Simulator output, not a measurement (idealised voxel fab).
The process module presented herein is designated voxel fin reveal.
The cross-section on display is named cut; it measures 270 nm wide, and its cells are 5 nm squares.
A cross-section is a grid of square cells, given in bands from the top down. A band is one or more rows of cells.
Per band: top height and bottom height in nm, followed by the left-to-right materials and their widths in nm; "throughout" marks a single material spanning edge to edge, "empty" marks empty space.
Beneath 0, the wafer as received is one material, and that level is where height counting begins. The lowest band goes on downward without a bottom; it is written like "from 0 down".
Think of "30->40" as a width that walks from the first number to the second as you go down the band, top row to bottom row, taking equal-sized steps from row to row.
The cross-section has no changed cell in any step marked "nothing different".
For the entry "Completely enclosed voids", the listed items are empty spaces with no open way to the top whose size is 8 cells or more; each item follows the pattern width x height at distance, where distance is from the left edge and all three are in nm.
Step line, after settings: the simulator's comment on this step.
When a step includes a mask, the "overlay nm" setting on its line states how far to the right of its planned place that mask lay, and negative values state how far to the left.

Planned step list for the process:
1: RECEIVE [material Si]
2: CONFORMAL_DEP [material SiN] [thk nm 10]
3: DIRECTIONAL_DEP [material aC] [thk nm 15]
4: PATTERN [tone cover] [mask id FINS] [material resist] [width nm 15] [pitch nm 35] [thk nm 35] [overlay nm 0]
5: DIRECTIONAL_ETCH [etch materials aC] [depth nm 15]
6: STRIP [etch materials resist]
7: DIRECTIONAL_ETCH [etch materials SiN] [depth nm 10]
8: DIRECTIONAL_ETCH [etch materials Si] [depth nm 40]
9: STRIP [etch materials aC]
10: FILL_DEP [material SiO2] [thk nm 10]
11: CMP [height nm 10]
12: SELECTIVE_ETCH [etch materials SiO2] [depth nm 20]
13: STRIP [etch materials SiN]

First out of two wafers; run went to plan:

So this is the incoming wafer in cross-section - it's already been through step 1:
> from 0 down: Si throughout
> Completely enclosed voids: none

After step 2, in cross-section:
> from 10 to 0: SiN throughout
> Nothing below the height 0 has changed.

After step 3, in cross-section:
> from 25 to 10: aC throughout
> Nothing below the height 10 has changed.

After step 4, in cross-section:
> from 60 to 25: 110 of empty | 15 of resist | 20 of empty | 15 of resist | 110 of empty
> Nothing below the height 25 has changed.

After step 5, in cross-section:
> from 45 to 25: 110 of empty | 15 of resist | 20 of empty | 15 of resist | 110 of empty
> from 25 to 10: 110 of empty | 15 of aC | 20 of empty | 15 of aC | 110 of empty
> Nothing below the height 10 has changed.

After step 6, in cross-section:
> from 25 to 10: 110 of empty | 15 of aC | 20 of empty | 15 of aC | 110 of empty
> Nothing below the height 10 has changed.

After step 7, in cross-section:
> from 25 to 10: 110 of empty | 15 of aC | 20 of empty | 15 of aC | 110 of empty
> from 10 to 0: 110 of empty | 15 of SiN | 20 of empty | 15 of SiN | 110 of empty
> Nothing below the height 0 has changed.

After step 8, in cross-section:
> from 25 to 10: 110 of empty | 15 of aC | 20 of empty | 15 of aC | 110 of empty
> from 10 to 0: 110 of empty | 15 of SiN | 20 of empty | 15 of SiN | 110 of empty
> from 0 to -40: 110 of empty | 15 of Si | 20 of empty | 15 of Si | 110 of empty
> Nothing below the height -40 has changed.

After step 9, in cross-section:
> from 10 to 0: 110 of empty | 15 of SiN | 20 of empty | 15 of SiN | 110 of empty
> Nothing below the height 0 has changed.

After step 10, in cross-section:
> from 20 to 10: SiO2 throughout
> from 10 to 0: 110 of SiO2 | 15 of SiN | 20 of SiO2 | 15 of SiN | 110 of SiO2
> from 0 to -40: 110 of SiO2 | 15 of Si | 20 of SiO2 | 15 of Si | 110 of SiO2
> Nothing below the height -40 has changed.

After step 11, in cross-section:
> from 10 to 0: 110 of SiO2 | 15 of SiN | 20 of SiO2 | 15 of SiN | 110 of SiO2
> Nothing below the height 0 has changed.

After step 12, in cross-section:
> from 10 to 0: 110 of empty | 15 of SiN | 20 of empty | 15 of SiN | 110 of empty
> from 0 to -10: 110 of empty | 15 of Si | 20 of empty | 15 of Si | 110 of empty
> Nothing below the height -10 has changed.

After step 13, in cross-section:
> from 0 to -10: 110 of empty | 15 of Si | 20 of empty | 15 of Si | 110 of empty
> Nothing below the height -10 has changed.

The remaining wafer, second of the two, started like the first and was run to the same plan, except that one mistake was made along the way; the two coincide through step 3, inclusive:

X-section, second wafer, when step 4 was due to finish:
> from 60 to 25: 110 of empty | 20 of resist | 15 of empty | 20 of resist | 105 of empty
> Nothing below the height 25 has changed.

X-section, second wafer, when step 5 was due to finish:
> from 45 to 25: 110 of empty | 20 of resist | 15 of empty | 20 of resist | 105 of empty
> from 25 to 10: 110 of empty | 20 of aC | 15 of empty | 20 of aC | 105 of empty
> Nothing below the height 10 has changed.

X-section, second wafer, when step 6 was due to finish:
> from 25 to 10: 110 of empty | 20 of aC | 15 of empty | 20 of aC | 105 of empty
> Nothing below the height 10 has changed.

X-section, second wafer, when step 7 was due to finish:
> from 25 to 10: 110 of empty | 20 of aC | 15 of empty | 20 of aC | 105 of empty
> from 10 to 0: 110 of empty | 20 of SiN | 15 of empty | 20 of SiN | 105 of empty
> Nothing below the height 0 has changed.

X-section, second wafer, when step 8 was due to finish:
> from 25 to 10: 110 of empty | 20 of aC | 15 of empty | 20 of aC | 105 of empty
> from 10 to 0: 110 of empty | 20 of SiN | 15 of empty | 20 of SiN | 105 of empty
> from 0 to -40: 110 of empty | 20 of Si | 15 of empty | 20 of Si | 105 of empty
> Nothing below the height -40 has changed.

X-section, second wafer, when step 9 was due to finish:
> from 10 to 0: 110 of empty | 20 of SiN | 15 of empty | 20 of SiN | 105 of empty
> Nothing below the height 0 has changed.

X-section, second wafer, when step 10 was due to finish:
> from 20 to 10: SiO2 throughout
> from 10 to 0: 110 of SiO2 | 20 of SiN | 15 of SiO2 | 20 of SiN | 105 of SiO2
> from 0 to -40: 110 of SiO2 | 20 of Si | 15 of SiO2 | 20 of Si | 105 of SiO2
> Nothing below the height -40 has changed.

X-section, second wafer, when step 11 was due to finish:
> from 10 to 0: 110 of SiO2 | 20 of SiN | 15 of SiO2 | 20 of SiN | 105 of SiO2
> Nothing below the height 0 has changed.

X-section, second wafer, when step 12 was due to finish:
> from 10 to 0: 110 of empty | 20 of SiN | 15 of empty | 20 of SiN | 105 of empty
> from 0 to -10: 110 of empty | 20 of Si | 15 of empty | 20 of Si | 105 of empty
> Nothing below the height -10 has changed.

X-section, second wafer, when step 13 was due to finish:
> from 0 to -10: 110 of empty | 20 of Si | 15 of empty | 20 of Si | 105 of empty
> Nothing below the height -10 has changed.
Run error: rather than as planned, step 4 actually ran as PATTERN [tone cover] [mask id FINS] [material resist] [width nm 20] [pitch nm 35] [thk nm 35] [overlay nm 0]
Count the cells at the end and the second wafer has more or fewer of some materials than the first: Si: 16 more; SiO2: 12 fewer
